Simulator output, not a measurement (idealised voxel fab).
process module | voxel wiring stack
cross-section cut | 160 nm wide | cells 5 nm
A cross-section is a grid of square cells, given in bands from the top down. A band is one or more rows of cells.
Each band's line starts with the height of the band's top and of its bottom, in nm. Then come its materials from left to right, each with its width in nm. One material with "throughout" fills the band from edge to edge. "air" is empty space.
Height 0 is the level under which the wafer as received is all one material. The lowest band goes on downwards, as in "0 down".
A width such as "30 to 40" changes by the same amount from each row of cells to the next, from the band's top row to its bottom row.
"no change" after a step means that no cell of the cross-section changed.
closed voids: empty space of 8 cells or more with no open way to the top, each as width x height at its distance from the left edge, in nm
after a step's settings: what the simulator itself notes on the step
overlay nm, on a step with a mask: how far to the right of its planned place the mask lay; to the left if negative
plan
1 op RECEIVE | material Si
2 op CONFORMAL_DEP | material SiO2 | thk nm 10
3 op CONFORMAL_DEP | material SiN | thk nm 5
4 op DIRECTIONAL_DEP | material SiO2 | thk nm 20
5 op DIRECTIONAL_DEP | material aC | thk nm 15
6 op PATTERN | tone open | mask id METAL_1 | material resist | width nm 25 | pitch nm 45 | thk nm 30 | overlay nm 0
7 op DIRECTIONAL_ETCH | etch materials aC | depth nm 15
8 op STRIP | etch materials resist
9 op DIRECTIONAL_ETCH | etch materials SiO2 | depth nm 20
10 op DIRECTIONAL_ETCH | etch materials SiN | depth nm 5
11 op STRIP | etch materials aC
12 op CONFORMAL_DEP | material TiN | thk nm 5
13 op FILL_DEP | material Ru | thk nm 5
14 op CMP | height nm 35
15 op CONFORMAL_DEP | material SiCN | thk nm 5
16 op DIRECTIONAL_DEP | material lowk | thk nm 20
17 op DIRECTIONAL_DEP | material aC | thk nm 10
18 op PATTERN | tone open | mask id PLUG_1 | material resist | width nm 15 | thk nm 30 | overlay nm 0
19 op DIRECTIONAL_ETCH | etch materials aC | depth nm 10
20 op STRIP | etch materials resist
21 op DIRECTIONAL_ETCH | etch materials lowk | depth nm 20
22 op DIRECTIONAL_ETCH | etch materials SiCN | depth nm 5
23 op STRIP | etch materials aC
24 op EPI | material Ru | thk nm 10
25 op EPI | material Ru | thk nm 10
26 op EPI | material Ru | thk nm 5
27 op DIRECTIONAL_DEP | material TiN | thk nm 5
28 op DIRECTIONAL_DEP | material Ru | thk nm 20
29 op MASKED_ETCH | tone cover | mask id METAL_2 | width nm 25 | pitch nm 45 | etch materials Ru | depth nm 20 | overlay nm 0
30 op MASKED_ETCH | tone cover | mask id METAL_2 | width nm 25 | pitch nm 45 | etch materials TiN | depth nm 5 | overlay nm 0
31 op FILL_DEP | material SiO2 | thk nm 10
32 op CMP | height nm 85
33 op CONFORMAL_DEP | material SiCN | thk nm 5
34 op DIRECTIONAL_DEP | material lowk | thk nm 35
35 op DIRECTIONAL_DEP | material aC | thk nm 15
36 op PATTERN | tone open | mask id METAL_3_HOLES | material resist | width nm 15 | thk nm 35 | overlay nm 0
37 op DIRECTIONAL_ETCH | etch materials aC | depth nm 15
38 op STRIP | etch materials resist
39 op DIRECTIONAL_ETCH | etch materials lowk | depth nm 35
40 op STRIP | etch materials aC
41 op PATTERN | tone open | mask id METAL_3 | material resist | width nm 25 | pitch nm 45 | thk nm 20 | overlay nm 0
42 op DIRECTIONAL_ETCH | etch materials lowk | depth nm 20
43 op DIRECTIONAL_ETCH | etch materials SiCN | depth nm 5
44 op STRIP | etch materials resist
45 op CONFORMAL_DEP | material TiN | thk nm 5
46 op FILL_DEP | material Cu | thk nm 10
47 op CMP | height nm 125
48 op CONFORMAL_DEP | material SiCN | thk nm 5
as received, after step 1
  0 down: Si throughout
  closed voids: none
first wafer at the end, as planned
  130 to 125: SiCN throughout
  125 to 110: lowk 45 | TiN 5 | Cu 15 | TiN 5 | lowk 20 | TiN 5 | Cu 15 | TiN 5 | lowk 45
  110 to 105: lowk 45 | TiN 5 | Cu 5 | TiN 15 | lowk 20 | TiN 25 | lowk 45
  105 to 90: lowk 45 | TiN 5 | Cu 5 | TiN 5 | lowk 100
  90 to 85: SiCN 45 | TiN 15 | SiCN 100
  85 to 65: SiO2 45 | Ru 25 | SiO2 20 | Ru 25 | SiO2 45
  65 to 60: SiO2 45 | TiN 25 | SiO2 20 | TiN 25 | SiO2 45
  60 to 40: lowk 45 | Ru 15 | lowk 100
  40 to 35: SiCN 45 | Ru 15 | SiCN 100
  35 to 15: SiO2 45 | TiN 5 | Ru 15 | TiN 5 | SiO2 20 | TiN 5 | Ru 15 | TiN 5 | SiO2 45
  15 to 10: SiN 45 | TiN 25 | SiN 20 | TiN 25 | SiN 45
  10 to 0: SiO2 throughout
  0 down: Si throughout
  closed voids: none
second wafer at the end: like start, like plan, one mistake
  130 to 125: SiCN throughout
  125 to 110: lowk 45 | TiN 5 | Cu 15 | TiN 5 | lowk 20 | TiN 5 | Cu 15 | TiN 5 | lowk 45
  110 to 105: lowk 45 | TiN 5 | Cu 5 | TiN 15 | lowk 20 | TiN 25 | lowk 45
  105 to 90: lowk 45 | TiN 5 | Cu 5 | TiN 5 | lowk 100
  90 to 85: SiCN 45 | TiN 15 | SiCN 100
  85 to 65: SiO2 45 | Ru 25 | SiO2 20 | Ru 25 | SiO2 45
  65 to 60: SiO2 45 | TiN 25 | SiO2 20 | TiN 25 | SiO2 45
  60 to 40: lowk 45 | Ru 15 | lowk 100
  40 to 35: SiCN 45 | Ru 15 | SiCN 100
  35 to 20: SiO2 45 | TiN 5 | Ru 15 | TiN 5 | SiO2 20 | TiN 5 | Ru 15 | TiN 5 | SiO2 45
  20 to 15: SiO2 45 | TiN 25 | SiO2 20 | TiN 25 | SiO2 45
  15 to 5: SiO2 throughout
  5 to 0: SiN throughout
  0 down: Si throughout
  closed voids: none
what went wrong: steps 2 and 3 were swapped
at the end the second wafer has, in cells: 6 fewer of Ru | 10 more of SiN | 4 fewer of TiN
